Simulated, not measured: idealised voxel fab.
process module | voxel transistor to metal
Square cell edge 5 nm, section width 150 nm, ID cut.
Cross-section = grid of square cells, listed top down in bands; band = one or more rows.
Each band's line starts with the height of the band's top and of its bottom, in nm. Then come its materials from left to right, each with its width in nm. One material with "everywhere" fills the band from edge to edge. "empty" is empty space.
Heights are expressed relative to 0, this being the level below which the as-received wafer comprises one material exclusively. The lowest band is unbounded in the downward direction and is denoted as in "0 -> down".
Graded width ("30 to 40"): value in top row of band = first number; value in bottom row = second number; row-to-row change constant.
Take "remained the same" at face value: in the step it is given for, the cross-section changed in none of its cells.
Closed-off voids of 8+ cells (no open route to the top) go in "Closed void listing", written width x height at distance from the left edge, in nm.
Read whatever lies past the settings on a step's line as the simulator's own remark about the step.
The setting "overlay nm" may be written on the line of a step. When the step uses a mask, the value reports how far to the right of the planned place the mask lay, and a negative value reports that it lay to the left.
[The following list gives the planned process steps]
| 1 | RECEIVE | material Si |
| 2 | OXIDIZE | depth nm 5 |
| 3 | CONFORMAL_DEP | material SiN | thk nm 15 |
| 4 | MASKED_ETCH | tone cover | mask id ACTIVE | width nm 105 | etch materials SiN | depth nm 15 | overlay nm 0 |
| 5 | MASKED_ETCH | tone cover | mask id ACTIVE | width nm 105 | etch materials SiO2 | depth nm 5 | overlay nm 0 |
| 6 | MASKED_ETCH | tone cover | mask id ACTIVE | width nm 105 | etch materials Si | depth nm 35 | overlay nm 0 |
| 7 | OXIDIZE | depth nm 5 |
| 8 | FILL_DEP | material SiO2 | thk nm 5 |
| 9 | CMP | height nm 15 |
| 10 | SELECTIVE_ETCH | etch materials SiO2 | depth nm 10 |
| 11 | STRIP | etch materials SiN |
| 12 | SELECTIVE_ETCH | etch materials SiO2 | depth nm 5 |
| 13 | OXIDIZE | depth nm 5 |
| 14 | DIRECTIONAL_DEP | material polySi | thk nm 20 |
| 15 | DIRECTIONAL_DEP | material SiCN | thk nm 10 |
| 16 | MASKED_ETCH | tone cover | mask id GATE | width nm 25 | etch materials SiCN | depth nm 20 | overlay nm 0 |
| 17 | MASKED_ETCH | tone cover | mask id GATE | width nm 25 | etch materials polySi | depth nm 30 | overlay nm 0 |
| 18 | CONFORMAL_DEP | material SiN | thk nm 10 |
| 19 | DIRECTIONAL_ETCH | etch materials SiN | depth nm 10 |
| 20 | DIRECTIONAL_ETCH | etch materials SiO2 | depth nm 5 |
| 21 | DIRECTIONAL_ETCH | etch materials Si | depth nm 15 |
| 22 | EPI | material nSi | thk nm 15 |
| 23 | FILL_DEP | material SiO2 | thk nm 10 |
| 24 | CMP | height nm 25 |
| 25 | DIRECTIONAL_DEP | material SiO2 | thk nm 15 |
| 26 | PATTERN | tone open | mask id CONTACT | material resist | width nm 15 | pitch nm 80 | thk nm 15 | overlay nm 0 |
| 27 | DIRECTIONAL_ETCH | etch materials SiO2 | depth nm 50 |
| 28 | STRIP | etch materials resist |
| 29 | CONFORMAL_DEP | material TiN | thk nm 5 |
| 30 | FILL_DEP | material W | thk nm 10 |
| 31 | CMP | height nm 40 |
| 32 | CONFORMAL_DEP | material SiN | thk nm 5 |
| 33 | DIRECTIONAL_DEP | material lowk | thk nm 25 |
| 34 | DIRECTIONAL_DEP | material aC | thk nm 10 |
| 35 | PATTERN | tone open | mask id METAL_1 | material resist | width nm 15 | pitch nm 80 | thk nm 25 | overlay nm 0 |
| 36 | DIRECTIONAL_ETCH | etch materials aC | depth nm 10 |
| 37 | STRIP | etch materials resist |
| 38 | DIRECTIONAL_ETCH | etch materials lowk | depth nm 25 |
| 39 | DIRECTIONAL_ETCH | etch materials SiN | depth nm 5 |
| 40 | STRIP | etch materials aC |
| 41 | CONFORMAL_DEP | material TiN | thk nm 5 |
| 42 | FILL_DEP | material Cu | thk nm 5 |
| 43 | CMP | height nm 70 |
| 44 | CONFORMAL_DEP | material SiN | thk nm 5 |
[Cross-section, incoming material, after step 1]
0 -> down: Si everywhere
Closed void listing: none
[Cross-section taken at module completion on the first of two wafers; processed per the plan]
75 -> 70: SiN everywhere
70 -> 45: 25 nm lowk / 5 nm TiN / 5 nm Cu / 5 nm TiN / 65 nm lowk / 5 nm TiN / 5 nm Cu / 5 nm TiN / 30 nm lowk
45 -> 40: 25 nm SiN / 15 nm TiN / 65 nm SiN / 15 nm TiN / 30 nm SiN
40 -> 25: 25 nm SiO2 / 5 nm TiN / 5 nm W / 5 nm TiN / 65 nm SiO2 / 5 nm TiN / 5 nm W / 5 nm TiN / 30 nm SiO2
25 -> 15: 25 nm SiO2 / 5 nm TiN / 5 nm W / 5 nm TiN / 10 nm SiO2 / 10 nm SiN / 25 nm SiCN / 10 nm SiN / 10 nm SiO2 / 5 nm TiN / 5 nm W / 5 nm TiN / 30 nm SiO2
15 -> 10: 25 nm SiO2 / 5 nm TiN / 5 nm W / 5 nm TiN / 10 nm SiO2 / 10 nm SiN / 25 nm polySi / 10 nm SiN / 10 nm SiO2 / 5 nm TiN / 5 nm W / 5 nm TiN / 30 nm SiO2
10 -> 5: 25 nm SiO2 / 15 nm TiN / 10 nm SiO2 / 10 nm SiN / 25 nm polySi / 10 nm SiN / 10 nm SiO2 / 15 nm TiN / 30 nm SiO2
5 -> 0: 25 nm SiO2 / 10 nm TiN / 15 nm nSi / 10 nm SiN / 25 nm polySi / 10 nm SiN / 15 nm nSi / 10 nm TiN / 30 nm SiO2
0 -> -5: 15 nm SiO2 / 10 nm SiN / 10 nm TiN / 15 nm nSi / 10 nm SiN / 25 nm polySi / 10 nm SiN / 15 nm nSi / 10 nm TiN / 10 nm SiN / 20 nm SiO2
-5 -> -10: 25 nm SiO2 / 10 nm TiN / 15 nm nSi / 45 nm SiO2 / 15 nm nSi / 10 nm TiN / 30 nm SiO2
-10 -> -25: 25 nm SiO2 / 25 nm nSi / 45 nm Si / 25 nm nSi / 30 nm SiO2
-25 -> -45: 25 nm SiO2 / 95 nm Si / 30 nm SiO2
-45 -> down: Si everywhere
Closed void listing: none
[Module end: cross-section of wafer two of two. Same start and process plan as the first wafer. One mistake during execution]
75 -> 70: SiN everywhere
70 -> 45: 25 nm lowk / 5 nm TiN / 5 nm Cu / 5 nm TiN / 65 nm lowk / 5 nm TiN / 5 nm Cu / 5 nm TiN / 30 nm lowk
45 -> 40: 25 nm SiN / 15 nm TiN / 65 nm SiN / 15 nm TiN / 30 nm SiN
40 -> 30: 20 nm W / 5 nm TiN / 15 nm SiO2 / 5 nm TiN / 55 nm W / 5 nm TiN / 15 nm SiO2 / 5 nm TiN / 25 nm W
30 -> 25: 20 nm W / 5 nm TiN / 15 nm SiO2 / 65 nm TiN / 15 nm SiO2 / 5 nm TiN / 25 nm W
25 -> 15: 20 nm W / 5 nm TiN / 15 nm SiO2 / 10 nm TiN / 10 nm SiN / 25 nm SiCN / 10 nm SiN / 10 nm TiN / 15 nm SiO2 / 5 nm TiN / 25 nm W
15 -> 5: 20 nm W / 5 nm TiN / 15 nm SiO2 / 10 nm TiN / 10 nm SiN / 25 nm polySi / 10 nm SiN / 10 nm TiN / 15 nm SiO2 / 5 nm TiN / 25 nm W
5 -> 0: 10 nm W / 15 nm TiN / 10 nm SiO2 / 15 nm nSi / 10 nm SiN / 25 nm polySi / 10 nm SiN / 15 nm nSi / 10 nm SiO2 / 15 nm TiN / 15 nm W
0 -> -5: 10 nm W / 5 nm TiN / 10 nm SiN / 10 nm SiO2 / 15 nm nSi / 10 nm SiN / 25 nm polySi / 10 nm SiN / 15 nm nSi / 10 nm SiO2 / 10 nm SiN / 5 nm TiN / 15 nm W
-5 -> -10: 15 nm TiN / 20 nm SiO2 / 15 nm nSi / 45 nm SiO2 / 15 nm nSi / 20 nm SiO2 / 20 nm TiN
-10 -> -25: 25 nm SiO2 / 25 nm nSi / 45 nm Si / 25 nm nSi / 30 nm SiO2
-25 -> -45: 25 nm SiO2 / 95 nm Si / 30 nm SiO2
-45 -> down: Si everywhere
Closed void listing: none
what went wrong: not per plan at step 26, really ran PATTERN | tone cover | mask id CONTACT | material resist | width nm 15 | pitch nm 80 | thk nm 15 | overlay nm 0
Final tally in cells, some materials are higher or lower on the second wafer than on the first: 103 fewer of SiO2, 20 more of TiN, 83 more of W
